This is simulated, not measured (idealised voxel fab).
process module | voxel quadruple lines
cross-section cut | 300 nm wide | cells 5 nm
A cross-section is a grid of square cells, given in bands from the top down. A band is one or more rows of cells.
Each band's line starts with the height of the band's top and of its bottom, in nm. Then come its materials from left to right, each with its width in nm. One material with "throughout" fills the band from edge to edge. "air" is empty space.
Height 0 is the level under which the wafer as received is all one material. The lowest band goes on downwards, as in "0 down".
A width such as "30 to 40" changes by the same amount from each row of cells to the next, from the band's top row to its bottom row.
"no change" after a step means that no cell of the cross-section changed.
closed voids: empty space of 8 cells or more with no open way to the top, each as width x height at its distance from the left edge, in nm
after a step's settings: what the simulator itself notes on the step
overlay nm, on a step with a mask: how far to the right of its planned place the mask lay; to the left if negative
plan
1 op RECEIVE | material Si
2 op CONFORMAL_DEP | material Al2O3 | thk nm 5
3 op DIRECTIONAL_DEP | material W | thk nm 10
4 op DIRECTIONAL_DEP | material polySi | thk nm 15
5 op DIRECTIONAL_DEP | material aC | thk nm 25
6 op PATTERN | tone cover | mask id MANDREL | material resist | width nm 35 | thk nm 35 | overlay nm 0
7 op DIRECTIONAL_ETCH | etch materials aC | depth nm 25
8 op STRIP | etch materials resist
9 op CONFORMAL_DEP | material SiO2 | thk nm 15
10 op DIRECTIONAL_ETCH | etch materials SiO2 | depth nm 15
11 op STRIP | etch materials aC
12 op DIRECTIONAL_ETCH | etch materials polySi | depth nm 15
13 op STRIP | etch materials SiO2
14 op CONFORMAL_DEP | material SiN | thk nm 10
15 op DIRECTIONAL_ETCH | etch materials SiN | depth nm 10
16 op STRIP | etch materials polySi
17 op DIRECTIONAL_ETCH | etch materials W | depth nm 10
18 op STRIP | etch materials SiN
as received, after step 1
  0 down: Si throughout
  closed voids: none
first wafer at the end, as planned
  15 to 5: air 105 | W 10 | air 15 | W 10 | air 15 | W 10 | air 15 | W 10 | air 110
  5 to 0: Al2O3 throughout
  0 down: Si throughout
  closed voids: none
second wafer at the end: like start, like plan, one mistake
  15 to 10: Al2O3 throughout
  10 to 0: W throughout
  0 down: Si throughout
  closed voids: none
what went wrong: steps 2 and 3 were swapped
at the end the second wafer has, in cells: 104 more of W
